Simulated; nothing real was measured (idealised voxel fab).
This is a process module. Its name is voxel plated lines.
Pictured: cross-section cut, 235 nm wide, on a grid of 5 nm square cells.
For the purposes of this document, a cross-section shall be understood as a grid of square cells, specified as bands listed in top-to-bottom order, each band consisting of one or more rows of cells. Read a band's entry like this: the first values are the height of its top and the height of its bottom in nm, and what follows is the sequence of materials from left to right, each with its width in nm. Note that "empty" is empty space, and that a single material marked "full width" reaches across the band from edge to edge. Ref level 0: as-received wafer is one material below here. Bottom band extends down with no lower bound ("0 nm and below"). A two-number width, for instance "30->40", indicates that the width is equal to the first number in the top row of the band and to the second number in the bottom row, and that it changes by a constant amount per row of cells. Step note "no change occurred" = no cross-section cell changed. "Unvented voids" means: voids of 8 cells or more that are shut off from the top with no open way through. Written width x height at distance, distance from the left edge, in nm. If you see something after the settings on a step's line, that's the simulator's own remark about that step. overlay nm: where the mask lay relative to plan, measured to the right, on steps with a mask; negatives go left.
## Listed below are the process steps as planned
1: RECEIVE | material Si
2: CONFORMAL_DEP | material SiO2 | thk nm 15
3: DIRECTIONAL_DEP | material TiN | thk nm 5
4: PATTERN | tone open | mask id LINES | material resist | width nm 25 | pitch nm 45 | thk nm 20 | overlay nm 0
5: EPI | material Ru | thk nm 10
6: STRIP | etch materials resist
7: DIRECTIONAL_ETCH | etch materials TiN | depth nm 5
8: CONFORMAL_DEP | material SiO2 | thk nm 5
## The first of two wafers, run as planned
## Incoming wafer, cross-sectional view, post step 1
    0 nm and below = Si full width
    Unvented voids: none
## Once step 2 is through, the wafer looks like this in cross-section
    15 nm to 0 nm = SiO2 full width
    Everything below 0 is unchanged.
## Once step 3 is through, the wafer looks like this in cross-section
    20 nm to 15 nm = TiN full width
    Everything below 15 is unchanged.
## Once step 4 is through, the wafer looks like this in cross-section
    40 nm to 20 nm = resist 60; empty 25; resist 20; empty 25; resist 20; empty 25; resist 60
    Everything below 20 is unchanged.
## Once step 5 is through, the wafer looks like this in cross-section
    40 nm to 30 nm = resist 60; empty 25; resist 20; empty 25; resist 20; empty 25; resist 60
    30 nm to 20 nm = resist 60; Ru 25; resist 20; Ru 25; resist 20; Ru 25; resist 60
    Everything below 20 is unchanged.
## Once step 6 is through, the wafer looks like this in cross-section
    30 nm to 20 nm = empty 60; Ru 25; empty 20; Ru 25; empty 20; Ru 25; empty 60
    Everything below 20 is unchanged.
## Once step 7 is through, the wafer looks like this in cross-section
    30 nm to 20 nm = empty 60; Ru 25; empty 20; Ru 25; empty 20; Ru 25; empty 60
    20 nm to 15 nm = empty 60; TiN 25; empty 20; TiN 25; empty 20; TiN 25; empty 60
    Everything below 15 is unchanged.
## Once step 8 is through, the wafer looks like this in cross-section
    35 nm to 30 nm = empty 55; SiO2 35; empty 10; SiO2 35; empty 10; SiO2 35; empty 55
    30 nm to 20 nm = empty 55; SiO2 5; Ru 25; SiO2 5; empty 10; SiO2 5; Ru 25; SiO2 5; empty 10; SiO2 5; Ru 25; SiO2 5; empty 55
    20 nm to 15 nm = SiO2 60; TiN 25; SiO2 20; TiN 25; SiO2 20; TiN 25; SiO2 60
    Everything below 15 is unchanged.
## Wafer two: like wafer one in start and plan, but with one mistake in execution; identical up to and including step 4
## At the planned end of step 5, the second wafer in cross-section
    40 nm to 20 nm = resist 60; Ru 25; resist 20; Ru 25; resist 20; Ru 25; resist 60
    Everything below 20 is unchanged.
## At the planned end of step 6, the second wafer in cross-section
    40 nm to 20 nm = empty 60; Ru 25; empty 20; Ru 25; empty 20; Ru 25; empty 60
    Everything below 20 is unchanged.
## At the planned end of step 7, the second wafer in cross-section
    40 nm to 20 nm = empty 60; Ru 25; empty 20; Ru 25; empty 20; Ru 25; empty 60
    20 nm to 15 nm = empty 60; TiN 25; empty 20; TiN 25; empty 20; TiN 25; empty 60
    Everything below 15 is unchanged.
## At the planned end of step 8, the second wafer in cross-section
    45 nm to 40 nm = empty 55; SiO2 35; empty 10; SiO2 35; empty 10; SiO2 35; empty 55
    40 nm to 20 nm = empty 55; SiO2 5; Ru 25; SiO2 5; empty 10; SiO2 5; Ru 25; SiO2 5; empty 10; SiO2 5; Ru 25; SiO2 5; empty 55
    20 nm to 15 nm = SiO2 60; TiN 25; SiO2 20; TiN 25; SiO2 20; TiN 25; SiO2 60
    Everything below 15 is unchanged.
So what did we get wrong on this run? it should be noted that step 5 of the plan was executed twice
at the end the second wafer has, in cells: Ru: 30 more; SiO2: 12 more
